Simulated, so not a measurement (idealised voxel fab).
process module | voxel double patterning
cross-section cut | 190 nm wide | cells 5 nm
A cross-section is a grid of square cells, given in bands from the top down. A band is one or more rows of cells.
Each band's line starts with the height of the band's top and of its bottom, in nm. Then come its materials from left to right, each with its width in nm. One material with "throughout" fills the band from edge to edge. "air" is empty space.
Height 0 is the level under which the wafer as received is all one material. The lowest band goes on downwards, as in "0 down".
A width such as "30 to 40" changes by the same amount from each row of cells to the next, from the band's top row to its bottom row.
"no change" after a step means that no cell of the cross-section changed.
closed voids: empty space of 8 cells or more with no open way to the top, each as width x height at its distance from the left edge, in nm
after a step's settings: what the simulator itself notes on the step
overlay nm, on a step with a mask: how far to the right of its planned place the mask lay; to the left if negative
plan
1 op RECEIVE | material Si
2 op CONFORMAL_DEP | material SiO2 | thk nm 5
3 op DIRECTIONAL_DEP | material TiN | thk nm 10
4 op DIRECTIONAL_DEP | material SiN | thk nm 5
5 op PATTERN | tone open | mask id FIRST | material resist | width nm 15 | pitch nm 50 | thk nm 20 | overlay nm 0
6 op DIRECTIONAL_ETCH | etch materials SiN | depth nm 5
7 op STRIP | etch materials resist
8 op DIRECTIONAL_DEP | material aC | thk nm 10
9 op PATTERN | tone open | mask id SECOND | material resist | width nm 15 | thk nm 25 | overlay nm 0
10 op DIRECTIONAL_ETCH | etch materials aC | depth nm 10
11 op STRIP | etch materials resist
12 op DIRECTIONAL_ETCH | etch materials SiN | depth nm 5
13 op STRIP | etch materials aC
14 op DIRECTIONAL_ETCH | etch materials TiN | depth nm 10
15 op STRIP | etch materials SiN
first wafer, as planned
as received, after step 1
  0 down: Si throughout
  closed voids: none
after step 2
  5 to 0: SiO2 throughout
  below 0: unchanged
after step 3
  15 to 5: TiN throughout
  below 5: unchanged
after step 4
  20 to 15: SiN throughout
  below 15: unchanged
after step 5
  40 to 20: resist 60 | air 15 | resist 35 | air 15 | resist 65
  below 20: unchanged
after step 6
  40 to 20: resist 60 | air 15 | resist 35 | air 15 | resist 65
  20 to 15: SiN 60 | air 15 | SiN 35 | air 15 | SiN 65
  below 15: unchanged
after step 7
  20 to 15: SiN 60 | air 15 | SiN 35 | air 15 | SiN 65
  below 15: unchanged
after step 8
  30 to 25: aC 60 | air 15 | aC 35 | air 15 | aC 65
  25 to 20: aC throughout
  20 to 15: SiN 60 | aC 15 | SiN 35 | aC 15 | SiN 65
  below 15: unchanged
after step 9
  55 to 30: resist 85 | air 15 | resist 90
  30 to 25: aC 60 | resist 15 | aC 35 | resist 15 | aC 65
  below 25: unchanged
after step 10
  45 to 30: resist 85 | air 15 | resist 90
  30 to 25: aC 60 | resist 15 | aC 10 | air 15 | aC 10 | resist 15 | aC 65
  25 to 20: aC 85 | air 15 | aC 90
  below 20: unchanged
after step 11
  30 to 25: aC 60 | air 15 | aC 10 | air 15 | aC 10 | air 15 | aC 65
  below 25: unchanged
after step 12
  30 to 25: aC 60 | air 15 | aC 10 | air 15 | aC 10 | air 15 | aC 65
  25 to 20: aC 85 | air 15 | aC 90
  20 to 15: SiN 60 | aC 15 | SiN 10 | air 15 | SiN 10 | aC 15 | SiN 65
  below 15: unchanged
after step 13
  20 to 15: SiN 60 | air 15 | SiN 10 | air 15 | SiN 10 | air 15 | SiN 65
  below 15: unchanged
after step 14
  20 to 15: SiN 60 | air 15 | SiN 10 | air 15 | SiN 10 | air 15 | SiN 65
  15 to 5: TiN 60 | air 15 | TiN 10 | air 15 | TiN 10 | air 15 | TiN 65
  below 5: unchanged
after step 15
  15 to 5: TiN 60 | air 15 | TiN 10 | air 15 | TiN 10 | air 15 | TiN 65
  below 5: unchanged
second wafer: like start, like plan, one mistake. Through step 10 it matches the first wafer
when step 11 should have ended
  45 to 30: resist 85 | air 15 | resist 90
  30 to 25: aC 60 | resist 15 | aC 10 | air 15 | aC 10 | resist 15 | aC 65
  25 to 20: aC 85 | air 15 | aC 90
  20 to 15: SiN 60 | aC 15 | air 35 | aC 15 | SiN 65
  below 15: unchanged
when step 12 should have ended: no change
when step 13 should have ended
  20 to 15: SiN 60 | air 65 | SiN 65
  below 15: unchanged
when step 14 should have ended
  20 to 15: SiN 60 | air 65 | SiN 65
  15 to 5: TiN 60 | air 65 | TiN 65
  below 5: unchanged
when step 15 should have ended
  15 to 5: TiN 60 | air 65 | TiN 65
  below 5: unchanged
what went wrong: step 11 ran as: op STRIP | etch materials SiN
at the end the second wafer has, in cells: 8 fewer of TiN
